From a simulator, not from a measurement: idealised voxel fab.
The process module that follows is named voxel fin reveal.
Displayed cross-section: cut, width of 210 nm, square cells sized 5 nm.
Cross-section = grid of square cells, listed top down in bands; band = one or more rows. Within each band entry, the heights of the top and of the bottom of the band appear first, in that order and in nm; the materials of the band then follow from left to right, each with its corresponding width in nm. The designation "full width" on a single material indicates that it fills the band from edge to edge; the designation "air" indicates empty space. Height reference: 0 = level under which incoming wafer is all one material. Lowest band: no bottom, runs on downward, e.g. "0..down". The width entry "30..40" should be interpreted row by row: the top row of cells in the band takes the first number, the bottom row takes the second number, and the change between adjacent rows is uniform throughout. Key: "nothing different" - step with no changed cell in the cross-section. Each empty space that has no open way to the top and spans at least 8 cells appears under "Cavities, closed" as width x height at distance, the distance counted from the left edge, all in nm. Heads up: the bit after the settings on a step's line is the simulator's remark on that step. The "overlay nm" setting may appear on a step's line; for a step that uses a mask, it gives how far to the right of its planned position the mask lay, and a negative value indicates the left.
The process steps that were planned are listed below
1. RECEIVE with material Si
2. CONFORMAL_DEP with material SiN, thk nm 10
3. DIRECTIONAL_DEP with material aC, thk nm 15
4. PATTERN with tone cover, mask id FINS, material resist, width nm 15, pitch nm 40, thk nm 30, overlay nm 0
5. DIRECTIONAL_ETCH with etch materials aC, depth nm 15
6. STRIP with etch materials resist
7. DIRECTIONAL_ETCH with etch materials SiN, depth nm 10
8. DIRECTIONAL_ETCH with etch materials Si, depth nm 30
9. STRIP with etch materials aC
10. FILL_DEP with material SiO2, thk nm 15
11. CMP with height nm 10
12. SELECTIVE_ETCH with etch materials SiO2, depth nm 30
13. STRIP with etch materials SiN
14. CONFORMAL_DEP with material HfO2, thk nm 5
The following pertains to the first of two wafers, which was processed as planned
Step 1 complete: cross-section of the wafer as received
0..down | Si full width
Cavities, closed: none
How the wafer stands in section after step 2
10..0 | SiN full width
At heights below 0, the structure remains unaltered.
How the wafer stands in section after step 3
25..10 | aC full width
At heights below 10, the structure remains unaltered.
How the wafer stands in section after step 4
55..25 | 75 air, 15 resist, 25 air, 15 resist, 80 air
At heights below 25, the structure remains unaltered.
How the wafer stands in section after step 5
40..25 | 75 air, 15 resist, 25 air, 15 resist, 80 air
25..10 | 75 air, 15 aC, 25 air, 15 aC, 80 air
At heights below 10, the structure remains unaltered.
How the wafer stands in section after step 6
25..10 | 75 air, 15 aC, 25 air, 15 aC, 80 air
At heights below 10, the structure remains unaltered.
How the wafer stands in section after step 7
25..10 | 75 air, 15 aC, 25 air, 15 aC, 80 air
10..0 | 75 air, 15 SiN, 25 air, 15 SiN, 80 air
At heights below 0, the structure remains unaltered.
How the wafer stands in section after step 8
25..10 | 75 air, 15 aC, 25 air, 15 aC, 80 air
10..0 | 75 air, 15 SiN, 25 air, 15 SiN, 80 air
0..-30 | 75 air, 15 Si, 25 air, 15 Si, 80 air
At heights below -30, the structure remains unaltered.
How the wafer stands in section after step 9
10..0 | 75 air, 15 SiN, 25 air, 15 SiN, 80 air
At heights below 0, the structure remains unaltered.
How the wafer stands in section after step 10
25..10 | SiO2 full width
10..0 | 75 SiO2, 15 SiN, 25 SiO2, 15 SiN, 80 SiO2
0..-30 | 75 SiO2, 15 Si, 25 SiO2, 15 Si, 80 SiO2
At heights below -30, the structure remains unaltered.
How the wafer stands in section after step 11
10..0 | 75 SiO2, 15 SiN, 25 SiO2, 15 SiN, 80 SiO2
At heights below 0, the structure remains unaltered.
How the wafer stands in section after step 12
10..0 | 75 air, 15 SiN, 25 air, 15 SiN, 80 air
0..-20 | 75 air, 15 Si, 25 air, 15 Si, 80 air
At heights below -20, the structure remains unaltered.
How the wafer stands in section after step 13
0..-20 | 75 air, 15 Si, 25 air, 15 Si, 80 air
At heights below -20, the structure remains unaltered.
How the wafer stands in section after step 14
5..0 | 70 air, 25 HfO2, 15 air, 25 HfO2, 75 air
0..-15 | 70 air, 5 HfO2, 15 Si, 5 HfO2, 15 air, 5 HfO2, 15 Si, 5 HfO2, 75 air
-15..-20 | 75 HfO2, 15 Si, 25 HfO2, 15 Si, 80 HfO2
At heights below -20, the structure remains unaltered.
The second wafer began exactly as the first did and followed the same plan, but one mistake was made while running it; through step 7 inclusive, the two wafers are identical
What the second wafer looks like in cross-section when step 8 should have wrapped up
25..10 | 75 air, 15 aC, 25 air, 15 aC, 80 air
10..0 | 75 air, 15 SiN, 25 air, 15 SiN, 80 air
0..-60 | 75 air, 15 Si, 25 air, 15 Si, 80 air
At heights below -60, the structure remains unaltered.
What the second wafer looks like in cross-section when step 9 should have wrapped up
10..0 | 75 air, 15 SiN, 25 air, 15 SiN, 80 air
At heights below 0, the structure remains unaltered.
What the second wafer looks like in cross-section when step 10 should have wrapped up
25..10 | SiO2 full width
10..0 | 75 SiO2, 15 SiN, 25 SiO2, 15 SiN, 80 SiO2
0..-60 | 75 SiO2, 15 Si, 25 SiO2, 15 Si, 80 SiO2
At heights below -60, the structure remains unaltered.
What the second wafer looks like in cross-section when step 11 should have wrapped up
10..0 | 75 SiO2, 15 SiN, 25 SiO2, 15 SiN, 80 SiO2
At heights below 0, the structure remains unaltered.
What the second wafer looks like in cross-section when step 12 should have wrapped up
10..0 | 75 air, 15 SiN, 25 air, 15 SiN, 80 air
0..-20 | 75 air, 15 Si, 25 air, 15 Si, 80 air
At heights below -20, the structure remains unaltered.
What the second wafer looks like in cross-section when step 13 should have wrapped up
0..-20 | 75 air, 15 Si, 25 air, 15 Si, 80 air
At heights below -20, the structure remains unaltered.
What the second wafer looks like in cross-section when step 14 should have wrapped up
5..0 | 70 air, 25 HfO2, 15 air, 25 HfO2, 75 air
0..-15 | 70 air, 5 HfO2, 15 Si, 5 HfO2, 15 air, 5 HfO2, 15 Si, 5 HfO2, 75 air
-15..-20 | 75 HfO2, 15 Si, 25 HfO2, 15 Si, 80 HfO2
At heights below -20, the structure remains unaltered.
What went wrong in running the wafer? the plan had its step 8 run twice
At the finish, the second wafer shows more or fewer cells for some materials than the first does: Si: 216 fewer | SiO2: 216 more
